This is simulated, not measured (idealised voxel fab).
process module | voxel released beams
cross-section cut | 260 nm wide | cells 5 nm
A cross-section is a grid of square cells, given in bands from the top down. A band is one or more rows of cells.
Each band's line starts with the height of the band's top and of its bottom, in nm. Then come its materials from left to right, each with its width in nm. One material with "throughout" fills the band from edge to edge. "air" is empty space.
Height 0 is the level under which the wafer as received is all one material. The lowest band goes on downwards, as in "0 down".
A width such as "30 to 40" changes by the same amount from each row of cells to the next, from the band's top row to its bottom row.
"no change" after a step means that no cell of the cross-section changed.
closed voids: empty space of 8 cells or more with no open way to the top, each as width x height at its distance from the left edge, in nm
after a step's settings: what the simulator itself notes on the step
overlay nm, on a step with a mask: how far to the right of its planned place the mask lay; to the left if negative
plan
1 op RECEIVE | material Si
2 op CONFORMAL_DEP | material SiN | thk nm 10
3 op DIRECTIONAL_DEP | material SiO2 | thk nm 10
4 op MASKED_ETCH | tone open | mask id ANCHOR | width nm 40 | etch materials SiO2 | depth nm 10 | overlay nm 0
5 op CONFORMAL_DEP | material TiN | thk nm 15
6 op DIRECTIONAL_DEP | material aC | thk nm 15
7 op PATTERN | tone cover | mask id BEAM | material resist | width nm 110 | thk nm 30 | overlay nm 0
8 op DIRECTIONAL_ETCH | etch materials aC | depth nm 15
9 op STRIP | etch materials resist
10 op DIRECTIONAL_ETCH | etch materials TiN | depth nm 15
11 op STRIP | etch materials aC
12 op STRIP | etch materials SiO2
as received, after step 1
  0 down: Si throughout
  closed voids: none
a wafer at the end: this start, this plan, one mistake
  35 to 25: air 70 | TiN 20 | air 15 | TiN 75 | air 80
  25 to 20: air 70 | TiN 110 | air 80
  20 to 10: air 75 | TiN 45 | air 140
  10 to 0: SiN throughout
  0 down: Si throughout
  closed voids: none
what went wrong: step 4 ran as: op MASKED_ETCH | tone open | mask id ANCHOR | width nm 45 | etch materials SiO2 | depth nm 10 | overlay nm 0
